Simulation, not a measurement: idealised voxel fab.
process module | voxel capacitor over wiring
cross-section cut | 295 nm wide | cells 5 nm
A cross-section is a grid of square cells, given in bands from the top down. A band is one or more rows of cells.
Each band's line starts with the height of the band's top and of its bottom, in nm. Then come its materials from left to right, each with its width in nm. One material with "throughout" fills the band from edge to edge. "air" is empty space.
Height 0 is the level under which the wafer as received is all one material. The lowest band goes on downwards, as in "0 down".
A width such as "30 to 40" changes by the same amount from each row of cells to the next, from the band's top row to its bottom row.
"no change" after a step means that no cell of the cross-section changed.
closed voids: empty space of 8 cells or more with no open way to the top, each as width x height at its distance from the left edge, in nm
after a step's settings: what the simulator itself notes on the step
overlay nm, on a step with a mask: how far to the right of its planned place the mask lay; to the left if negative
plan
1 op RECEIVE | material Si
2 op CONFORMAL_DEP | material SiO2 | thk nm 15
3 op DIRECTIONAL_DEP | material TiN | thk nm 5
4 op DIRECTIONAL_DEP | material W | thk nm 25
5 op MASKED_ETCH | tone cover | mask id METAL_1 | width nm 25 | pitch nm 90 | etch materials W | depth nm 25 | overlay nm 0
6 op MASKED_ETCH | tone cover | mask id METAL_1 | width nm 25 | pitch nm 90 | etch materials TiN | depth nm 5 | overlay nm 0
7 op FILL_DEP | material SiO2 | thk nm 5
8 op CMP | height nm 45
9 op CONFORMAL_DEP | material SiCN | thk nm 5
10 op DIRECTIONAL_DEP | material SiO2 | thk nm 10
11 op PATTERN | tone open | mask id PLUG_1 | material resist | width nm 15 | thk nm 15 | overlay nm 0
12 op DIRECTIONAL_ETCH | etch materials SiO2 | depth nm 10
13 op DIRECTIONAL_ETCH | etch materials SiCN | depth nm 5
14 op STRIP | etch materials resist
15 op EPI | material Ru | thk nm 10
16 op EPI | material Ru | thk nm 5
17 op DIRECTIONAL_DEP | material TiN | thk nm 5
18 op DIRECTIONAL_DEP | material Al2O3 | thk nm 5
19 op DIRECTIONAL_DEP | material TiN | thk nm 10
20 op PATTERN | tone cover | mask id UPPER_PLATE | material resist | width nm 70 | thk nm 15 | overlay nm 0
21 op DIRECTIONAL_ETCH | etch materials TiN | depth nm 10
22 op DIRECTIONAL_ETCH | etch materials Al2O3 | depth nm 5
23 op STRIP | etch materials resist
24 op MASKED_ETCH | tone cover | mask id LOWER_PLATE | width nm 80 | etch materials TiN | depth nm 5 | overlay nm 0
25 op FILL_DEP | material SiO2 | thk nm 20
26 op CMP | height nm 95
27 op PATTERN | tone open | mask id PLUG_2 | material resist | width nm 15 | thk nm 15 | overlay nm 0
28 op DIRECTIONAL_ETCH | etch materials SiO2 | depth nm 15
29 op STRIP | etch materials resist
30 op CONFORMAL_DEP | material TiN | thk nm 5
31 op FILL_DEP | material Cu | thk nm 10
32 op CMP | height nm 95
33 op CONFORMAL_DEP | material SiCN | thk nm 5
first wafer, as planned
as received, after step 1
  0 down: Si throughout
  closed voids: none
after step 2
  15 to 0: SiO2 throughout
  below 0: unchanged
after step 3
  20 to 15: TiN throughout
  below 15: unchanged
after step 4
  45 to 20: W throughout
  below 20: unchanged
after step 5
  45 to 20: air 90 | W 25 | air 65 | W 25 | air 90
  below 20: unchanged
after step 6
  45 to 20: air 90 | W 25 | air 65 | W 25 | air 90
  20 to 15: air 90 | TiN 25 | air 65 | TiN 25 | air 90
  below 15: unchanged
after step 7
  50 to 45: SiO2 throughout
  45 to 20: SiO2 90 | W 25 | SiO2 65 | W 25 | SiO2 90
  20 to 15: SiO2 90 | TiN 25 | SiO2 65 | TiN 25 | SiO2 90
  below 15: unchanged
after step 8
  45 to 20: SiO2 90 | W 25 | SiO2 65 | W 25 | SiO2 90
  below 20: unchanged
after step 9
  50 to 45: SiCN throughout
  below 45: unchanged
after step 10
  60 to 50: SiO2 throughout
  below 50: unchanged
after step 11
  75 to 60: resist 100 | air 15 | resist 180
  below 60: unchanged
after step 12
  75 to 60: resist 100 | air 15 | resist 180
  60 to 50: SiO2 100 | air 15 | SiO2 180
  below 50: unchanged
after step 13
  75 to 60: resist 100 | air 15 | resist 180
  60 to 50: SiO2 100 | air 15 | SiO2 180
  50 to 45: SiCN 100 | air 15 | SiCN 180
  below 45: unchanged
after step 14
  60 to 50: SiO2 100 | air 15 | SiO2 180
  below 50: unchanged
after step 15
  60 to 55: SiO2 100 | air 15 | SiO2 180
  55 to 50: SiO2 100 | Ru 15 | SiO2 180
  50 to 45: SiCN 100 | Ru 15 | SiCN 180
  below 45: unchanged
after step 16
  60 to 50: SiO2 100 | Ru 15 | SiO2 180
  below 50: unchanged
after step 17
  65 to 60: TiN throughout
  below 60: unchanged
after step 18
  70 to 65: Al2O3 throughout
  below 65: unchanged
after step 19
  80 to 70: TiN throughout
  below 70: unchanged
after step 20
  95 to 80: air 100 | resist 70 | air 125
  below 80: unchanged
after step 21
  95 to 80: air 100 | resist 70 | air 125
  80 to 70: air 100 | TiN 70 | air 125
  below 70: unchanged
after step 22
  95 to 80: air 100 | resist 70 | air 125
  80 to 70: air 100 | TiN 70 | air 125
  70 to 65: air 100 | Al2O3 70 | air 125
  below 65: unchanged
after step 23
  80 to 70: air 100 | TiN 70 | air 125
  below 70: unchanged
after step 24
  80 to 70: air 100 | TiN 70 | air 125
  70 to 65: air 100 | Al2O3 70 | air 125
  65 to 60: air 95 | TiN 80 | air 120
  below 60: unchanged
after step 25
  100 to 80: SiO2 throughout
  80 to 70: SiO2 100 | TiN 70 | SiO2 125
  70 to 65: SiO2 100 | Al2O3 70 | SiO2 125
  65 to 60: SiO2 95 | TiN 80 | SiO2 120
  below 60: unchanged
after step 26
  95 to 80: SiO2 throughout
  below 80: unchanged
after step 27
  110 to 95: resist 110 | air 15 | resist 170
  below 95: unchanged
after step 28
  110 to 95: resist 110 | air 15 | resist 170
  95 to 80: SiO2 110 | air 15 | SiO2 170
  below 80: unchanged
after step 29
  95 to 80: SiO2 110 | air 15 | SiO2 170
  below 80: unchanged
after step 30
  100 to 95: TiN 115 | air 5 | TiN 175
  95 to 85: SiO2 110 | TiN 5 | air 5 | TiN 5 | SiO2 170
  85 to 80: SiO2 110 | TiN 15 | SiO2 170
  below 80: unchanged
after step 31
  110 to 100: Cu throughout
  100 to 95: TiN 115 | Cu 5 | TiN 175
  95 to 85: SiO2 110 | TiN 5 | Cu 5 | TiN 5 | SiO2 170
  below 85: unchanged
after step 32
  95 to 85: SiO2 110 | TiN 5 | Cu 5 | TiN 5 | SiO2 170
  below 85: unchanged
after step 33
  100 to 95: SiCN throughout
  below 95: unchanged
second wafer: like start, like plan, one mistake. Through step 23 it matches the first wafer
when step 24 should have ended
  80 to 70: air 100 | TiN 70 | air 125
  70 to 65: air 100 | Al2O3 70 | air 125
  65 to 60: air 100 | TiN 80 | air 115
  below 60: unchanged
when step 25 should have ended
  100 to 80: SiO2 throughout
  80 to 70: SiO2 100 | TiN 70 | SiO2 125
  70 to 65: SiO2 100 | Al2O3 70 | SiO2 125
  65 to 60: SiO2 100 | TiN 80 | SiO2 115
  below 60: unchanged
when step 26 should have ended
  95 to 80: SiO2 throughout
  below 80: unchanged
when step 27 should have ended
  110 to 95: resist 110 | air 15 | resist 170
  below 95: unchanged
when step 28 should have ended
  110 to 95: resist 110 | air 15 | resist 170
  95 to 80: SiO2 110 | air 15 | SiO2 170
  below 80: unchanged
when step 29 should have ended
  95 to 80: SiO2 110 | air 15 | SiO2 170
  below 80: unchanged
when step 30 should have ended
  100 to 95: TiN 115 | air 5 | TiN 175
  95 to 85: SiO2 110 | TiN 5 | air 5 | TiN 5 | SiO2 170
  85 to 80: SiO2 110 | TiN 15 | SiO2 170
  below 80: unchanged
when step 31 should have ended
  110 to 100: Cu throughout
  100 to 95: TiN 115 | Cu 5 | TiN 175
  95 to 85: SiO2 110 | TiN 5 | Cu 5 | TiN 5 | SiO2 170
  below 85: unchanged
when step 32 should have ended
  95 to 85: SiO2 110 | TiN 5 | Cu 5 | TiN 5 | SiO2 170
  below 85: unchanged
when step 33 should have ended
  100 to 95: SiCN throughout
  below 95: unchanged
what went wrong: step 24 ran as: op MASKED_ETCH | tone cover | mask id LOWER_PLATE | width nm 80 | etch materials TiN | depth nm 5 | overlay nm 5
at the end the second wafer has, in cells: as many of each material as the first, in other places
